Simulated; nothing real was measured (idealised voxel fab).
process module | voxel gate over fins
cross-section cut | 245 nm wide | cells 5 nm
A cross-section is a grid of square cells, given in bands from the top down. A band is one or more rows of cells.
Each band's line starts with the height of the band's top and of its bottom, in nm. Then come its materials from left to right, each with its width in nm. One material with "throughout" fills the band from edge to edge. "air" is empty space.
Height 0 is the level under which the wafer as received is all one material. The lowest band goes on downwards, as in "0 down".
A width such as "30 to 40" changes by the same amount from each row of cells to the next, from the band's top row to its bottom row.
"no change" after a step means that no cell of the cross-section changed.
closed voids: empty space of 8 cells or more with no open way to the top, each as width x height at its distance from the left edge, in nm
after a step's settings: what the simulator itself notes on the step
overlay nm, on a step with a mask: how far to the right of its planned place the mask lay; to the left if negative
plan
1 op RECEIVE | material Si
2 op CONFORMAL_DEP | material SiN | thk nm 10
3 op PATTERN | tone cover | mask id FINS | material resist | width nm 15 | pitch nm 50 | thk nm 15 | overlay nm 0
4 op DIRECTIONAL_ETCH | etch materials SiN | depth nm 10
5 op DIRECTIONAL_ETCH | etch materials Si | depth nm 40
6 op STRIP | etch materials resist
7 op FILL_DEP | material SiO2 | thk nm 10
8 op CMP | height nm 10
9 op PATTERN | tone open | mask id RAIL | material resist | width nm 15 | thk nm 15 | overlay nm 0
10 op DIRECTIONAL_ETCH | etch materials SiO2 | depth nm 45
11 op STRIP | etch materials resist
12 op CONFORMAL_DEP | material TiN | thk nm 5
13 op FILL_DEP | material W | thk nm 10
14 op CMP | height nm 10
15 op SELECTIVE_ETCH | etch materials W Ru TiN | depth nm 30
16 op FILL_DEP | material SiO2 | thk nm 5
17 op CMP | height nm 10
18 op SELECTIVE_ETCH | etch materials SiO2 | depth nm 20
19 op STRIP | etch materials SiN
20 op CONFORMAL_DEP | material HfO2 | thk nm 5
21 op CONFORMAL_DEP | material TiN | thk nm 5
22 op CONFORMAL_DEP | material TiAl | thk nm 5
23 op CONFORMAL_DEP | material TiN | thk nm 5
24 op FILL_DEP | material W | thk nm 10
25 op CMP | height nm 25
26 op CONFORMAL_DEP | material SiN | thk nm 10
varied across the wafers: width nm of step 3. The plan shows the first wafer's value. All wafers start alike
first wafer as received, after step 1
  0 down: Si throughout
  closed voids: none
first wafer at the end, after step 26
  35 to 25: SiN throughout
  25 to 20: W throughout
  20 to 15: W 45 | TiN 155 | W 45
  15 to 10: W 45 | TiN 5 | TiAl 45 | TiN 5 | TiAl 45 | TiN 5 | TiAl 45 | TiN 5 | W 45
  10 to 5: TiN 50 | TiAl 5 | TiN 35 | TiAl 5 | TiN 5 | TiAl 5 | TiN 35 | TiAl 5 | TiN 5 | TiAl 5 | TiN 35 | TiAl 5 | TiN 50
  5 to 0: TiAl 55 | TiN 5 | HfO2 25 | TiN 5 | TiAl 15 | TiN 5 | HfO2 25 | TiN 5 | TiAl 15 | TiN 5 | HfO2 25 | TiN 5 | TiAl 55
  0 to -5: TiN 60 | HfO2 5 | Si 15 | HfO2 5 | TiN 25 | HfO2 5 | Si 15 | HfO2 5 | TiN 25 | HfO2 5 | Si 15 | HfO2 5 | TiN 60
  -5 to -10: HfO2 65 | Si 15 | HfO2 35 | Si 15 | HfO2 35 | Si 15 | HfO2 65
  -10 to -20: SiO2 65 | Si 15 | SiO2 35 | Si 15 | SiO2 35 | Si 15 | SiO2 65
  -20 to -30: SiO2 65 | Si 15 | SiO2 10 | TiN 5 | W 5 | TiN 5 | SiO2 10 | Si 15 | SiO2 35 | Si 15 | SiO2 65
  -30 to -35: SiO2 65 | Si 15 | SiO2 10 | TiN 15 | SiO2 10 | Si 15 | SiO2 35 | Si 15 | SiO2 65
  -35 to -40: SiO2 65 | Si 15 | SiO2 35 | Si 15 | SiO2 35 | Si 15 | SiO2 65
  -40 down: Si throughout
  closed voids: none
last wafer at the end
  35 to 25: SiN throughout
  25 to 20: W throughout
  20 to 15: W 40 | TiN 170 | W 35
  15 to 10: W 40 | TiN 5 | TiAl 160 | TiN 5 | W 35
  10 to 5: TiN 45 | TiAl 5 | TiN 150 | TiAl 5 | TiN 40
  5 to 0: TiAl 50 | TiN 5 | HfO2 40 | TiN 10 | HfO2 40 | TiN 10 | HfO2 40 | TiN 5 | TiAl 45
  0 to -5: TiN 55 | HfO2 5 | Si 30 | HfO2 5 | TiN 10 | HfO2 5 | Si 30 | HfO2 5 | TiN 10 | HfO2 5 | Si 30 | HfO2 5 | TiN 50
  -5 to -10: HfO2 60 | Si 30 | HfO2 20 | Si 30 | HfO2 20 | Si 30 | HfO2 55
  -10 to -20: SiO2 60 | Si 30 | SiO2 20 | Si 30 | SiO2 20 | Si 30 | SiO2 55
  -20 to -30: SiO2 60 | Si 30 | TiN 5 | W 5 | TiN 5 | SiO2 5 | Si 30 | SiO2 20 | Si 30 | SiO2 55
  -30 to -35: SiO2 60 | Si 30 | TiN 15 | SiO2 5 | Si 30 | SiO2 20 | Si 30 | SiO2 55
  -35 to -40: SiO2 60 | Si 30 | SiO2 20 | Si 30 | SiO2 20 | Si 30 | SiO2 55
  -40 down: Si throughout
  closed voids: none
each wafer at the end: cells of each material gained (+) or lost (-) since it was received, then its closed voids
width nm 15 | +61 HfO2 | -320 Si | +98 SiN | +231 SiO2 | +61 TiAl | +125 TiN | +87 W | closed voids: none
width nm 20 | +61 HfO2 | -296 Si | +98 SiN | +213 SiO2 | +61 TiAl | +121 TiN | +85 W | closed voids: none
width nm 25 | +61 HfO2 | -272 Si | +98 SiN | +195 SiO2 | +57 TiAl | +121 TiN | +83 W | closed voids: none
width nm 30 | +61 HfO2 | -248 Si | +98 SiN | +177 SiO2 | +53 TiAl | +121 TiN | +81 W | closed voids: none
